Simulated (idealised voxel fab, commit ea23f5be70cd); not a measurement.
Process module heading - voxel wiring stack
Each square cell in cross-section cut measures 5 nm, and the section as a whole is 230 nm wide.
This document writes a cross-section as a grid whose cells are square, and gives it as bands, listed from the top down; one or more rows of cells form a band.
Band: top height; bottom height; in nm. Then, left to right: material with width in nm, for each material. "full width": a single material spanning edge to edge. "blank": empty space.
For the purposes of this specification, 0 denotes the height below which the wafer in its as-received condition is composed wholly of one material, and the lowermost band, lacking a lower limit, extends downward without end, as expressed in "from 0 down".
When a width is written as two numbers, as in "30->40", the first number is the width in the top row of cells of the band and the second is the width in its bottom row, and the width changes by the same amount from each row to the next.
Take "left unchanged" at face value: in the step it is given for, the cross-section changed in none of its cells.
You'll see "Closed void listing" listing empty spaces that have no way open to the top, as long as they're 8 cells or more; the notation is width x height at distance, where the distance is from the left edge, and all of it is in nm.
If you see something after the settings on a step's line, that's the simulator's own remark about that step.
overlay nm: how far to the right of its planned place the mask lay on this masked step (negative: to the left).

[Process steps - plan]
1) RECEIVE | material Si
2) CONFORMAL_DEP | material SiO2 | thk nm 10
3) DIRECTIONAL_DEP | material TiN | thk nm 5
4) DIRECTIONAL_DEP | material Ru | thk nm 25
5) PATTERN | tone cover | mask id METAL_1 | material resist | width nm 25 | pitch nm 55 | thk nm 20 | overlay nm 0
6) DIRECTIONAL_ETCH | etch materials Ru | depth nm 25
7) DIRECTIONAL_ETCH | etch materials TiN | depth nm 5
8) STRIP | etch materials resist
9) FILL_DEP | material SiO2 | thk nm 10
10) CMP | height nm 40
11) CONFORMAL_DEP | material SiCN | thk nm 5
12) DIRECTIONAL_DEP | material lowk | thk nm 20
13) MASKED_ETCH | tone open | mask id PLUG_1 | width nm 15 | pitch nm 55 | etch materials lowk | depth nm 20 | overlay nm 0
14) MASKED_ETCH | tone open | mask id PLUG_1 | width nm 15 | pitch nm 55 | etch materials SiCN | depth nm 5 | overlay nm 0
15) EPI | material Ru | thk nm 10
16) EPI | material Ru | thk nm 10
17) EPI | material Ru | thk nm 5
18) CONFORMAL_DEP | material SiN | thk nm 5
19) DIRECTIONAL_DEP | material lowk | thk nm 20
20) MASKED_ETCH | tone open | mask id METAL_2 | width nm 25 | pitch nm 55 | etch materials lowk | depth nm 20 | overlay nm 0
21) MASKED_ETCH | tone open | mask id METAL_2 | width nm 25 | pitch nm 55 | etch materials SiN | depth nm 5 | overlay nm 0
22) CONFORMAL_DEP | material TiN | thk nm 5
23) FILL_DEP | material Ru | thk nm 10
24) CMP | height nm 90
25) EPI | material Ru | thk nm 5
26) FILL_DEP | material SiCN | thk nm 5
27) DIRECTIONAL_DEP | material lowk | thk nm 35
28) DIRECTIONAL_DEP | material aC | thk nm 10
29) PATTERN | tone open | mask id METAL_3 | material resist | width nm 25 | pitch nm 55 | thk nm 25 | overlay nm 0
30) DIRECTIONAL_ETCH | etch materials aC | depth nm 10
31) STRIP | etch materials resist
32) DIRECTIONAL_ETCH | etch materials lowk | depth nm 20
33) STRIP | etch materials aC
34) DIRECTIONAL_DEP | material aC | thk nm 10
35) PATTERN | tone open | mask id METAL_3_HOLES | material resist | width nm 15 | pitch nm 55 | thk nm 30 | overlay nm 0
36) DIRECTIONAL_ETCH | etch materials aC | depth nm 10
37) STRIP | etch materials resist
38) DIRECTIONAL_ETCH | etch materials lowk | depth nm 15
39) DIRECTIONAL_ETCH | etch materials SiCN | depth nm 5
40) STRIP | etch materials aC
41) CONFORMAL_DEP | material TiN | thk nm 5
42) FILL_DEP | material Cu | thk nm 10
43) CMP | height nm 135
44) CONFORMAL_DEP | material SiN | thk nm 5

[First of two wafers, processed according to plan]

[The cross-section here shows the wafer as received, i.e. in its state after step 1]
	from 0 down  Si full width
	Closed void listing: none

[Step 2 complete: cross-section through the wafer]
	from 10 to 0  SiO2 full width
	Below 0 it's all the same as before, nothing changed down there.

[Step 3 complete: cross-section through the wafer]
	from 15 to 10  TiN full width
	Below 10 it's all the same as before, nothing changed down there.

[Step 4 complete: cross-section through the wafer]
	from 40 to 15  Ru full width
	Below 15 it's all the same as before, nothing changed down there.

[Step 5 complete: cross-section through the wafer]
	from 60 to 40  75 blank, 25 resist, 30 blank, 25 resist, 75 blank
	Below 40 it's all the same as before, nothing changed down there.

[Step 6 complete: cross-section through the wafer]
	from 60 to 40  75 blank, 25 resist, 30 blank, 25 resist, 75 blank
	from 40 to 15  75 blank, 25 Ru, 30 blank, 25 Ru, 75 blank
	Below 15 it's all the same as before, nothing changed down there.

[Step 7 complete: cross-section through the wafer]
	from 60 to 40  75 blank, 25 resist, 30 blank, 25 resist, 75 blank
	from 40 to 15  75 blank, 25 Ru, 30 blank, 25 Ru, 75 blank
	from 15 to 10  75 blank, 25 TiN, 30 blank, 25 TiN, 75 blank
	Below 10 it's all the same as before, nothing changed down there.

[Step 8 complete: cross-section through the wafer]
	from 40 to 15  75 blank, 25 Ru, 30 blank, 25 Ru, 75 blank
	Below 15 it's all the same as before, nothing changed down there.

[Step 9 complete: cross-section through the wafer]
	from 50 to 40  SiO2 full width
	from 40 to 15  75 SiO2, 25 Ru, 30 SiO2, 25 Ru, 75 SiO2
	from 15 to 10  75 SiO2, 25 TiN, 30 SiO2, 25 TiN, 75 SiO2
	Below 10 it's all the same as before, nothing changed down there.

[Step 10 complete: cross-section through the wafer]
	from 40 to 15  75 SiO2, 25 Ru, 30 SiO2, 25 Ru, 75 SiO2
	Below 15 it's all the same as before, nothing changed down there.

[Step 11 complete: cross-section through the wafer]
	from 45 to 40  SiCN full width
	Below 40 it's all the same as before, nothing changed down there.

[Step 12 complete: cross-section through the wafer]
	from 65 to 45  lowk full width
	Below 45 it's all the same as before, nothing changed down there.

[Step 13 complete: cross-section through the wafer]
	from 65 to 45  75 lowk, 15 blank, 40 lowk, 15 blank, 85 lowk
	Below 45 it's all the same as before, nothing changed down there.

[Step 14 complete: cross-section through the wafer]
	from 65 to 45  75 lowk, 15 blank, 40 lowk, 15 blank, 85 lowk
	from 45 to 40  75 SiCN, 15 blank, 40 SiCN, 15 blank, 85 SiCN
	Below 40 it's all the same as before, nothing changed down there.

[Step 15 complete: cross-section through the wafer]
	from 65 to 50  75 lowk, 15 blank, 40 lowk, 15 blank, 85 lowk
	from 50 to 45  75 lowk, 15 Ru, 40 lowk, 15 Ru, 85 lowk
	from 45 to 40  75 SiCN, 15 Ru, 40 SiCN, 15 Ru, 85 SiCN
	Below 40 it's all the same as before, nothing changed down there.

[Step 16 complete: cross-section through the wafer]
	from 65 to 60  75 lowk, 15 blank, 40 lowk, 15 blank, 85 lowk
	from 60 to 45  75 lowk, 15 Ru, 40 lowk, 15 Ru, 85 lowk
	Below 45 it's all the same as before, nothing changed down there.

[Step 17 complete: cross-section through the wafer]
	from 65 to 45  75 lowk, 15 Ru, 40 lowk, 15 Ru, 85 lowk
	Below 45 it's all the same as before, nothing changed down there.

[Step 18 complete: cross-section through the wafer]
	from 70 to 65  SiN full width
	Below 65 it's all the same as before, nothing changed down there.

[Step 19 complete: cross-section through the wafer]
	from 90 to 70  lowk full width
	Below 70 it's all the same as before, nothing changed down there.

[Step 20 complete: cross-section through the wafer]
	from 90 to 70  75 lowk, 25 blank, 30 lowk, 25 blank, 75 lowk
	Below 70 it's all the same as before, nothing changed down there.

[Step 21 complete: cross-section through the wafer]
	from 90 to 70  75 lowk, 25 blank, 30 lowk, 25 blank, 75 lowk
	from 70 to 65  75 SiN, 25 blank, 30 SiN, 25 blank, 75 SiN
	Below 65 it's all the same as before, nothing changed down there.

[Step 22 complete: cross-section through the wafer]
	from 95 to 90  80 TiN, 15 blank, 40 TiN, 15 blank, 80 TiN
	from 90 to 70  75 lowk, 5 TiN, 15 blank, 5 TiN, 30 lowk, 5 TiN, 15 blank, 5 TiN, 75 lowk
	from 70 to 65  75 SiN, 25 TiN, 30 SiN, 25 TiN, 75 SiN
	Below 65 it's all the same as before, nothing changed down there.

[Step 23 complete: cross-section through the wafer]
	from 105 to 95  Ru full width
	from 95 to 90  80 TiN, 15 Ru, 40 TiN, 15 Ru, 80 TiN
	from 90 to 70  75 lowk, 5 TiN, 15 Ru, 5 TiN, 30 lowk, 5 TiN, 15 Ru, 5 TiN, 75 lowk
	Below 70 it's all the same as before, nothing changed down there.

[Step 24 complete: cross-section through the wafer]
	from 90 to 70  75 lowk, 5 TiN, 15 Ru, 5 TiN, 30 lowk, 5 TiN, 15 Ru, 5 TiN, 75 lowk
	Below 70 it's all the same as before, nothing changed down there.

[Step 25 complete: cross-section through the wafer]
	from 95 to 90  70 blank, 35 Ru, 20 blank, 35 Ru, 70 blank
	Below 90 it's all the same as before, nothing changed down there.

[Step 26 complete: cross-section through the wafer]
	from 100 to 95  SiCN full width
	from 95 to 90  70 SiCN, 35 Ru, 20 SiCN, 35 Ru, 70 SiCN
	Below 90 it's all the same as before, nothing changed down there.

[Step 27 complete: cross-section through the wafer]
	from 135 to 100  lowk full width
	Below 100 it's all the same as before, nothing changed down there.

[Step 28 complete: cross-section through the wafer]
	from 145 to 135  aC full width
	Below 135 it's all the same as before, nothing changed down there.

[Step 29 complete: cross-section through the wafer]
	from 170 to 145  75 resist, 25 blank, 30 resist, 25 blank, 75 resist
	Below 145 it's all the same as before, nothing changed down there.

[Step 30 complete: cross-section through the wafer]
	from 160 to 145  75 resist, 25 blank, 30 resist, 25 blank, 75 resist
	from 145 to 135  75 aC, 25 blank, 30 aC, 25 blank, 75 aC
	Below 135 it's all the same as before, nothing changed down there.

[Step 31 complete: cross-section through the wafer]
	from 145 to 135  75 aC, 25 blank, 30 aC, 25 blank, 75 aC
	Below 135 it's all the same as before, nothing changed down there.

[Step 32 complete: cross-section through the wafer]
	from 145 to 135  75 aC, 25 blank, 30 aC, 25 blank, 75 aC
	from 135 to 115  75 lowk, 25 blank, 30 lowk, 25 blank, 75 lowk
	Below 115 it's all the same as before, nothing changed down there.

[Step 33 complete: cross-section through the wafer]
	from 135 to 115  75 lowk, 25 blank, 30 lowk, 25 blank, 75 lowk
	Below 115 it's all the same as before, nothing changed down there.

[Step 34 complete: cross-section through the wafer]
	from 145 to 135  75 aC, 25 blank, 30 aC, 25 blank, 75 aC
	from 135 to 125  75 lowk, 25 blank, 30 lowk, 25 blank, 75 lowk
	from 125 to 115  75 lowk, 25 aC, 30 lowk, 25 aC, 75 lowk
	Below 115 it's all the same as before, nothing changed down there.

[Step 35 complete: cross-section through the wafer]
	from 175 to 145  75 resist, 15 blank, 40 resist, 15 blank, 85 resist
	from 145 to 135  75 aC, 15 blank, 10 resist, 30 aC, 15 blank, 10 resist, 75 aC
	from 135 to 125  75 lowk, 15 blank, 10 resist, 30 lowk, 15 blank, 10 resist, 75 lowk
	Below 125 it's all the same as before, nothing changed down there.

[Step 36 complete: cross-section through the wafer]
	from 165 to 145  75 resist, 15 blank, 40 resist, 15 blank, 85 resist
	from 145 to 135  75 aC, 15 blank, 10 resist, 30 aC, 15 blank, 10 resist, 75 aC
	from 135 to 125  75 lowk, 15 blank, 10 resist, 30 lowk, 15 blank, 10 resist, 75 lowk
	from 125 to 115  75 lowk, 15 blank, 10 aC, 30 lowk, 15 blank, 10 aC, 75 lowk
	Below 115 it's all the same as before, nothing changed down there.

[Step 37 complete: cross-section through the wafer]
	from 145 to 135  75 aC, 25 blank, 30 aC, 25 blank, 75 aC
	from 135 to 125  75 lowk, 25 blank, 30 lowk, 25 blank, 75 lowk
	Below 125 it's all the same as before, nothing changed down there.

[Step 38 complete: cross-section through the wafer]
	from 145 to 135  75 aC, 25 blank, 30 aC, 25 blank, 75 aC
	from 135 to 125  75 lowk, 25 blank, 30 lowk, 25 blank, 75 lowk
	from 125 to 115  75 lowk, 15 blank, 10 aC, 30 lowk, 15 blank, 10 aC, 75 lowk
	from 115 to 100  75 lowk, 15 blank, 40 lowk, 15 blank, 85 lowk
	Below 100 it's all the same as before, nothing changed down there.

[Step 39 complete: cross-section through the wafer]
	from 145 to 135  75 aC, 25 blank, 30 aC, 25 blank, 75 aC
	from 135 to 125  75 lowk, 25 blank, 30 lowk, 25 blank, 75 lowk
	from 125 to 115  75 lowk, 15 blank, 10 aC, 30 lowk, 15 blank, 10 aC, 75 lowk
	from 115 to 100  75 lowk, 15 blank, 40 lowk, 15 blank, 85 lowk
	from 100 to 95  75 SiCN, 15 blank, 40 SiCN, 15 blank, 85 SiCN
	Below 95 it's all the same as before, nothing changed down there.

[Step 40 complete: cross-section through the wafer]
	from 135 to 115  75 lowk, 25 blank, 30 lowk, 25 blank, 75 lowk
	Below 115 it's all the same as before, nothing changed down there.

[Step 41 complete: cross-section through the wafer]
	from 140 to 135  80 TiN, 15 blank, 40 TiN, 15 blank, 80 TiN
	from 135 to 120  75 lowk, 5 TiN, 15 blank, 5 TiN, 30 lowk, 5 TiN, 15 blank, 5 TiN, 75 lowk
	from 120 to 115  75 lowk, 5 TiN, 5 blank, 15 TiN, 30 lowk, 5 TiN, 5 blank, 15 TiN, 75 lowk
	from 115 to 100  75 lowk, 5 TiN, 5 blank, 5 TiN, 40 lowk, 5 TiN, 5 blank, 5 TiN, 85 lowk
	from 100 to 95  75 SiCN, 15 TiN, 40 SiCN, 15 TiN, 85 SiCN
	Below 95 it's all the same as before, nothing changed down there.

[Step 42 complete: cross-section through the wafer]
	from 150 to 140  Cu full width
	from 140 to 135  80 TiN, 15 Cu, 40 TiN, 15 Cu, 80 TiN
	from 135 to 120  75 lowk, 5 TiN, 15 Cu, 5 TiN, 30 lowk, 5 TiN, 15 Cu, 5 TiN, 75 lowk
	from 120 to 115  75 lowk, 5 TiN, 5 Cu, 15 TiN, 30 lowk, 5 TiN, 5 Cu, 15 TiN, 75 lowk
	from 115 to 100  75 lowk, 5 TiN, 5 Cu, 5 TiN, 40 lowk, 5 TiN, 5 Cu, 5 TiN, 85 lowk
	Below 100 it's all the same as before, nothing changed down there.

[Step 43 complete: cross-section through the wafer]
	from 135 to 120  75 lowk, 5 TiN, 15 Cu, 5 TiN, 30 lowk, 5 TiN, 15 Cu, 5 TiN, 75 lowk
	Below 120 it's all the same as before, nothing changed down there.

[Step 44 complete: cross-section through the wafer]
	from 140 to 135  SiN full width
	Below 135 it's all the same as before, nothing changed down there.

[Second wafer - shared start and plan with the first - one error in running - same as the first up to step 1 inclusive]

[Cross-sectional view of the second wafer at the intended end time of process step 2]
	from 5 to 0  TiN full width
	Below 0 it's all the same as before, nothing changed down there.

[Cross-sectional view of the second wafer at the intended end time of process step 3]
	from 15 to 5  SiO2 full width
	Below 5 it's all the same as before, nothing changed down there.

[Cross-sectional view of the second wafer at the intended end time of process step 4]
	from 40 to 15  Ru full width
	Below 15 it's all the same as before, nothing changed down there.

[Cross-sectional view of the second wafer at the intended end time of process step 5]
	from 60 to 40  75 blank, 25 resist, 30 blank, 25 resist, 75 blank
	Below 40 it's all the same as before, nothing changed down there.

[Cross-sectional view of the second wafer at the intended end time of process step 6]
	from 60 to 40  75 blank, 25 resist, 30 blank, 25 resist, 75 blank
	from 40 to 15  75 blank, 25 Ru, 30 blank, 25 Ru, 75 blank
	Below 15 it's all the same as before, nothing changed down there.

Cross-sectional view of the second wafer at the intended end time of process step 7: left unchanged

[Cross-sectional view of the second wafer at the intended end time of process step 8]
	from 40 to 15  75 blank, 25 Ru, 30 blank, 25 Ru, 75 blank
	Below 15 it's all the same as before, nothing changed down there.

[Cross-sectional view of the second wafer at the intended end time of process step 9]
	from 50 to 40  SiO2 full width
	from 40 to 15  75 SiO2, 25 Ru, 30 SiO2, 25 Ru, 75 SiO2
	Below 15 it's all the same as before, nothing changed down there.

[Cross-sectional view of the second wafer at the intended end time of process step 10]
	from 40 to 15  75 SiO2, 25 Ru, 30 SiO2, 25 Ru, 75 SiO2
	Below 15 it's all the same as before, nothing changed down there.

[Cross-sectional view of the second wafer at the intended end time of process step 11]
	from 45 to 40  SiCN full width
	Below 40 it's all the same as before, nothing changed down there.

[Cross-sectional view of the second wafer at the intended end time of process step 12]
	from 65 to 45  lowk full width
	Below 45 it's all the same as before, nothing changed down there.

[Cross-sectional view of the second wafer at the intended end time of process step 13]
	from 65 to 45  75 lowk, 15 blank, 40 lowk, 15 blank, 85 lowk
	Below 45 it's all the same as before, nothing changed down there.

[Cross-sectional view of the second wafer at the intended end time of process step 14]
	from 65 to 45  75 lowk, 15 blank, 40 lowk, 15 blank, 85 lowk
	from 45 to 40  75 SiCN, 15 blank, 40 SiCN, 15 blank, 85 SiCN
	Below 40 it's all the same as before, nothing changed down there.

[Cross-sectional view of the second wafer at the intended end time of process step 15]
	from 65 to 50  75 lowk, 15 blank, 40 lowk, 15 blank, 85 lowk
	from 50 to 45  75 lowk, 15 Ru, 40 lowk, 15 Ru, 85 lowk
	from 45 to 40  75 SiCN, 15 Ru, 40 SiCN, 15 Ru, 85 SiCN
	Below 40 it's all the same as before, nothing changed down there.

[Cross-sectional view of the second wafer at the intended end time of process step 16]
	from 65 to 60  75 lowk, 15 blank, 40 lowk, 15 blank, 85 lowk
	from 60 to 45  75 lowk, 15 Ru, 40 lowk, 15 Ru, 85 lowk
	Below 45 it's all the same as before, nothing changed down there.

[Cross-sectional view of the second wafer at the intended end time of process step 17]
	from 65 to 45  75 lowk, 15 Ru, 40 lowk, 15 Ru, 85 lowk
	Below 45 it's all the same as before, nothing changed down there.

[Cross-sectional view of the second wafer at the intended end time of process step 18]
	from 70 to 65  SiN full width
	Below 65 it's all the same as before, nothing changed down there.

[Cross-sectional view of the second wafer at the intended end time of process step 19]
	from 90 to 70  lowk full width
	Below 70 it's all the same as before, nothing changed down there.

[Cross-sectional view of the second wafer at the intended end time of process step 20]
	from 90 to 70  75 lowk, 25 blank, 30 lowk, 25 blank, 75 lowk
	Below 70 it's all the same as before, nothing changed down there.

[Cross-sectional view of the second wafer at the intended end time of process step 21]
	from 90 to 70  75 lowk, 25 blank, 30 lowk, 25 blank, 75 lowk
	from 70 to 65  75 SiN, 25 blank, 30 SiN, 25 blank, 75 SiN
	Below 65 it's all the same as before, nothing changed down there.

[Cross-sectional view of the second wafer at the intended end time of process step 22]
	from 95 to 90  80 TiN, 15 blank, 40 TiN, 15 blank, 80 TiN
	from 90 to 70  75 lowk, 5 TiN, 15 blank, 5 TiN, 30 lowk, 5 TiN, 15 blank, 5 TiN, 75 lowk
	from 70 to 65  75 SiN, 25 TiN, 30 SiN, 25 TiN, 75 SiN
	Below 65 it's all the same as before, nothing changed down there.

[Cross-sectional view of the second wafer at the intended end time of process step 23]
	from 105 to 95  Ru full width
	from 95 to 90  80 TiN, 15 Ru, 40 TiN, 15 Ru, 80 TiN
	from 90 to 70  75 lowk, 5 TiN, 15 Ru, 5 TiN, 30 lowk, 5 TiN, 15 Ru, 5 TiN, 75 lowk
	Below 70 it's all the same as before, nothing changed down there.

[Cross-sectional view of the second wafer at the intended end time of process step 24]
	from 90 to 70  75 lowk, 5 TiN, 15 Ru, 5 TiN, 30 lowk, 5 TiN, 15 Ru, 5 TiN, 75 lowk
	Below 70 it's all the same as before, nothing changed down there.

[Cross-sectional view of the second wafer at the intended end time of process step 25]
	from 95 to 90  70 blank, 35 Ru, 20 blank, 35 Ru, 70 blank
	Below 90 it's all the same as before, nothing changed down there.

[Cross-sectional view of the second wafer at the intended end time of process step 26]
	from 100 to 95  SiCN full width
	from 95 to 90  70 SiCN, 35 Ru, 20 SiCN, 35 Ru, 70 SiCN
	Below 90 it's all the same as before, nothing changed down there.

[Cross-sectional view of the second wafer at the intended end time of process step 27]
	from 135 to 100  lowk full width
	Below 100 it's all the same as before, nothing changed down there.

[Cross-sectional view of the second wafer at the intended end time of process step 28]
	from 145 to 135  aC full width
	Below 135 it's all the same as before, nothing changed down there.

[Cross-sectional view of the second wafer at the intended end time of process step 29]
	from 170 to 145  75 resist, 25 blank, 30 resist, 25 blank, 75 resist
	Below 145 it's all the same as before, nothing changed down there.

[Cross-sectional view of the second wafer at the intended end time of process step 30]
	from 160 to 145  75 resist, 25 blank, 30 resist, 25 blank, 75 resist
	from 145 to 135  75 aC, 25 blank, 30 aC, 25 blank, 75 aC
	Below 135 it's all the same as before, nothing changed down there.

[Cross-sectional view of the second wafer at the intended end time of process step 31]
	from 145 to 135  75 aC, 25 blank, 30 aC, 25 blank, 75 aC
	Below 135 it's all the same as before, nothing changed down there.

[Cross-sectional view of the second wafer at the intended end time of process step 32]
	from 145 to 135  75 aC, 25 blank, 30 aC, 25 blank, 75 aC
	from 135 to 115  75 lowk, 25 blank, 30 lowk, 25 blank, 75 lowk
	Below 115 it's all the same as before, nothing changed down there.

[Cross-sectional view of the second wafer at the intended end time of process step 33]
	from 135 to 115  75 lowk, 25 blank, 30 lowk, 25 blank, 75 lowk
	Below 115 it's all the same as before, nothing changed down there.

[Cross-sectional view of the second wafer at the intended end time of process step 34]
	from 145 to 135  75 aC, 25 blank, 30 aC, 25 blank, 75 aC
	from 135 to 125  75 lowk, 25 blank, 30 lowk, 25 blank, 75 lowk
	from 125 to 115  75 lowk, 25 aC, 30 lowk, 25 aC, 75 lowk
	Below 115 it's all the same as before, nothing changed down there.

[Cross-sectional view of the second wafer at the intended end time of process step 35]
	from 175 to 145  75 resist, 15 blank, 40 resist, 15 blank, 85 resist
	from 145 to 135  75 aC, 15 blank, 10 resist, 30 aC, 15 blank, 10 resist, 75 aC
	from 135 to 125  75 lowk, 15 blank, 10 resist, 30 lowk, 15 blank, 10 resist, 75 lowk
	Below 125 it's all the same as before, nothing changed down there.

[Cross-sectional view of the second wafer at the intended end time of process step 36]
	from 165 to 145  75 resist, 15 blank, 40 resist, 15 blank, 85 resist
	from 145 to 135  75 aC, 15 blank, 10 resist, 30 aC, 15 blank, 10 resist, 75 aC
	from 135 to 125  75 lowk, 15 blank, 10 resist, 30 lowk, 15 blank, 10 resist, 75 lowk
	from 125 to 115  75 lowk, 15 blank, 10 aC, 30 lowk, 15 blank, 10 aC, 75 lowk
	Below 115 it's all the same as before, nothing changed down there.

[Cross-sectional view of the second wafer at the intended end time of process step 37]
	from 145 to 135  75 aC, 25 blank, 30 aC, 25 blank, 75 aC
	from 135 to 125  75 lowk, 25 blank, 30 lowk, 25 blank, 75 lowk
	Below 125 it's all the same as before, nothing changed down there.

[Cross-sectional view of the second wafer at the intended end time of process step 38]
	from 145 to 135  75 aC, 25 blank, 30 aC, 25 blank, 75 aC
	from 135 to 125  75 lowk, 25 blank, 30 lowk, 25 blank, 75 lowk
	from 125 to 115  75 lowk, 15 blank, 10 aC, 30 lowk, 15 blank, 10 aC, 75 lowk
	from 115 to 100  75 lowk, 15 blank, 40 lowk, 15 blank, 85 lowk
	Below 100 it's all the same as before, nothing changed down there.

[Cross-sectional view of the second wafer at the intended end time of process step 39]
	from 145 to 135  75 aC, 25 blank, 30 aC, 25 blank, 75 aC
	from 135 to 125  75 lowk, 25 blank, 30 lowk, 25 blank, 75 lowk
	from 125 to 115  75 lowk, 15 blank, 10 aC, 30 lowk, 15 blank, 10 aC, 75 lowk
	from 115 to 100  75 lowk, 15 blank, 40 lowk, 15 blank, 85 lowk
	from 100 to 95  75 SiCN, 15 blank, 40 SiCN, 15 blank, 85 SiCN
	Below 95 it's all the same as before, nothing changed down there.

[Cross-sectional view of the second wafer at the intended end time of process step 40]
	from 135 to 115  75 lowk, 25 blank, 30 lowk, 25 blank, 75 lowk
	Below 115 it's all the same as before, nothing changed down there.

[Cross-sectional view of the second wafer at the intended end time of process step 41]
	from 140 to 135  80 TiN, 15 blank, 40 TiN, 15 blank, 80 TiN
	from 135 to 120  75 lowk, 5 TiN, 15 blank, 5 TiN, 30 lowk, 5 TiN, 15 blank, 5 TiN, 75 lowk
	from 120 to 115  75 lowk, 5 TiN, 5 blank, 15 TiN, 30 lowk, 5 TiN, 5 blank, 15 TiN, 75 lowk
	from 115 to 100  75 lowk, 5 TiN, 5 blank, 5 TiN, 40 lowk, 5 TiN, 5 blank, 5 TiN, 85 lowk
	from 100 to 95  75 SiCN, 15 TiN, 40 SiCN, 15 TiN, 85 SiCN
	Below 95 it's all the same as before, nothing changed down there.

[Cross-sectional view of the second wafer at the intended end time of process step 42]
	from 150 to 140  Cu full width
	from 140 to 135  80 TiN, 15 Cu, 40 TiN, 15 Cu, 80 TiN
	from 135 to 120  75 lowk, 5 TiN, 15 Cu, 5 TiN, 30 lowk, 5 TiN, 15 Cu, 5 TiN, 75 lowk
	from 120 to 115  75 lowk, 5 TiN, 5 Cu, 15 TiN, 30 lowk, 5 TiN, 5 Cu, 15 TiN, 75 lowk
	from 115 to 100  75 lowk, 5 TiN, 5 Cu, 5 TiN, 40 lowk, 5 TiN, 5 Cu, 5 TiN, 85 lowk
	Below 100 it's all the same as before, nothing changed down there.

[Cross-sectional view of the second wafer at the intended end time of process step 43]
	from 135 to 120  75 lowk, 5 TiN, 15 Cu, 5 TiN, 30 lowk, 5 TiN, 15 Cu, 5 TiN, 75 lowk
	Below 120 it's all the same as before, nothing changed down there.

[Cross-sectional view of the second wafer at the intended end time of process step 44]
	from 140 to 135  SiN full width
	Below 135 it's all the same as before, nothing changed down there.
The plan and the run diverged here: plan steps 2 and 3 run swapped
Counted in cells at the end, the second wafer holds more or fewer of these materials than the first: -36 SiO2; +36 TiN
